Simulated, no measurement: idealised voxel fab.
The following process module bears the name voxel wiring stack.
For reference, the cross-section in this document is cut, with width 270 nm and square cells of 5 nm.
The cross-sections in this document take the form of a grid made of square cells. They are written out as bands, in order from top to bottom. Each band consists of one or more rows of cells. Top height, bottom height, nm. Materials left to right, width each, nm. Single material + "full width" = fills band edge to edge. "empty" = empty. Ref level 0: as-received wafer is one material below here. Bottom band extends down with no lower bound ("0 nm and below"). Width: "30 to 40" (first number = top row, second number = bottom row, same change from row to row of cells). "same as before" -> step changed no cross-section cell. If an empty space has no open way to the top and is at least 8 cells in size, "Closed void catalog" lists it, written width x height at distance, where distance is measured from the left edge and every value is in nm. Text after the settings on a step's line: the simulator's own remark on that step. overlay nm: on a step with a mask, how far right of its planned place the mask lay; negative means left.
-- Process steps - plan
| 1 | RECEIVE, material Si |
| 2 | CONFORMAL_DEP, material SiO2, thk nm 15 |
| 3 | CONFORMAL_DEP, material SiN, thk nm 5 |
| 4 | DIRECTIONAL_DEP, material lowk, thk nm 15 |
| 5 | PATTERN, tone open, mask id METAL_1, material resist, width nm 30, pitch nm 60, thk nm 20, overlay nm 0 |
| 6 | DIRECTIONAL_ETCH, etch materials lowk, depth nm 15 |
| 7 | DIRECTIONAL_ETCH, etch materials SiN, depth nm 5 |
| 8 | STRIP, etch materials resist |
| 9 | CONFORMAL_DEP, material TiN, thk nm 5 |
| 10 | FILL_DEP, material Cu, thk nm 5 |
| 11 | CMP, height nm 35 |
| 12 | CONFORMAL_DEP, material SiCN, thk nm 5 |
| 13 | DIRECTIONAL_DEP, material lowk, thk nm 30 |
| 14 | DIRECTIONAL_DEP, material aC, thk nm 10 |
| 15 | PATTERN, tone open, mask id METAL_2, material resist, width nm 30, pitch nm 60, thk nm 25, overlay nm 0 |
| 16 | DIRECTIONAL_ETCH, etch materials aC, depth nm 10 |
| 17 | STRIP, etch materials resist |
| 18 | DIRECTIONAL_ETCH, etch materials lowk, depth nm 20 |
| 19 | STRIP, etch materials aC |
| 20 | MASKED_ETCH, tone open, mask id METAL_2_HOLES, width nm 15, pitch nm 60, etch materials lowk, depth nm 10, overlay nm 0 |
| 21 | MASKED_ETCH, tone open, mask id METAL_2_HOLES, width nm 15, pitch nm 60, etch materials SiCN, depth nm 5, overlay nm 0 |
| 22 | CONFORMAL_DEP, material TiN, thk nm 5 |
| 23 | FILL_DEP, material Cu, thk nm 5 |
| 24 | CMP, height nm 70 |
| 25 | CONFORMAL_DEP, material SiCN, thk nm 5 |
| 26 | DIRECTIONAL_DEP, material lowk, thk nm 30 |
| 27 | DIRECTIONAL_DEP, material aC, thk nm 10 |
| 28 | PATTERN, tone open, mask id METAL_3_HOLES, material resist, width nm 15, pitch nm 120, thk nm 25, overlay nm 0 |
| 29 | DIRECTIONAL_ETCH, etch materials aC, depth nm 10 |
| 30 | STRIP, etch materials resist |
| 31 | DIRECTIONAL_ETCH, etch materials lowk, depth nm 30 |
| 32 | STRIP, etch materials aC |
| 33 | DIRECTIONAL_DEP, material aC, thk nm 10 |
| 34 | PATTERN, tone open, mask id METAL_3, material resist, width nm 30, pitch nm 60, thk nm 25, overlay nm 0 |
| 35 | DIRECTIONAL_ETCH, etch materials aC, depth nm 10 |
| 36 | STRIP, etch materials resist |
| 37 | DIRECTIONAL_ETCH, etch materials lowk, depth nm 15 |
| 38 | DIRECTIONAL_ETCH, etch materials SiCN, depth nm 5 |
| 39 | STRIP, etch materials aC |
| 40 | CONFORMAL_DEP, material TiN, thk nm 5 |
| 41 | FILL_DEP, material Cu, thk nm 5 |
| 42 | CMP, height nm 105 |
| 43 | CONFORMAL_DEP, material SiCN, thk nm 5 |
-- as received, after step 1
* 0 nm and below | Si full width
* Closed void catalog: none
-- The cross-section shown corresponds to the wafer at the conclusion of the module. The initial structure and the process plan are those presented above; however, one mistake occurred in executing the plan
* 110 nm to 105 nm | SiCN full width
* 105 nm to 95 nm | lowk (30), TiN (5), Cu (25), TiN (5), lowk (25), TiN (5), Cu (25), TiN (5), lowk (25), TiN (5), Cu (25), TiN (5), lowk (25), TiN (5), Cu (25), TiN (5), lowk (25)
* 95 nm to 90 nm | lowk (30), TiN (5), Cu (5), TiN (25), lowk (25), TiN (35), lowk (25), TiN (5), Cu (5), TiN (25), lowk (25), TiN (35), lowk (25)
* 90 nm to 75 nm | lowk (30), TiN (5), Cu (5), TiN (5), lowk (105), TiN (5), Cu (5), TiN (5), lowk (105)
* 75 nm to 70 nm | SiCN (30), TiN (15), SiCN (105), TiN (15), SiCN (105)
* 70 nm to 55 nm | lowk (30), TiN (5), Cu (20), TiN (5), lowk (30), TiN (5), Cu (20), TiN (5), lowk (30), TiN (5), Cu (20), TiN (5), lowk (30), TiN (5), Cu (20), TiN (5), lowk (30)
* 55 nm to 50 nm | lowk (30), TiN (5), Cu (5), TiN (20), lowk (30), TiN (5), Cu (5), TiN (20), lowk (30), TiN (5), Cu (5), TiN (20), lowk (30), TiN (5), Cu (5), TiN (20), lowk (30)
* 50 nm to 40 nm | lowk (30), TiN (5), Cu (5), TiN (5), lowk (45), TiN (5), Cu (5), TiN (5), lowk (45), TiN (5), Cu (5), TiN (5), lowk (45), TiN (5), Cu (5), TiN (5), lowk (45)
* 40 nm to 35 nm | SiCN (30), TiN (15), SiCN (45), TiN (15), SiCN (45), TiN (15), SiCN (45), TiN (15), SiCN (45)
* 35 nm to 20 nm | lowk (30), TiN (5), Cu (20), TiN (5), lowk (30), TiN (5), Cu (20), TiN (5), lowk (30), TiN (5), Cu (20), TiN (5), lowk (30), TiN (5), Cu (20), TiN (5), lowk (30)
* 20 nm to 15 nm | SiN (30), TiN (30), SiN (30), TiN (30), SiN (30), TiN (30), SiN (30), TiN (30), SiN (30)
* 15 nm to 0 nm | SiO2 full width
* 0 nm and below | Si full width
* Closed void catalog: none
Error vs. plan: not per plan at step 34, really ran PATTERN, tone open, mask id METAL_3, material resist, width nm 35, pitch nm 60, thk nm 25, overlay nm 0
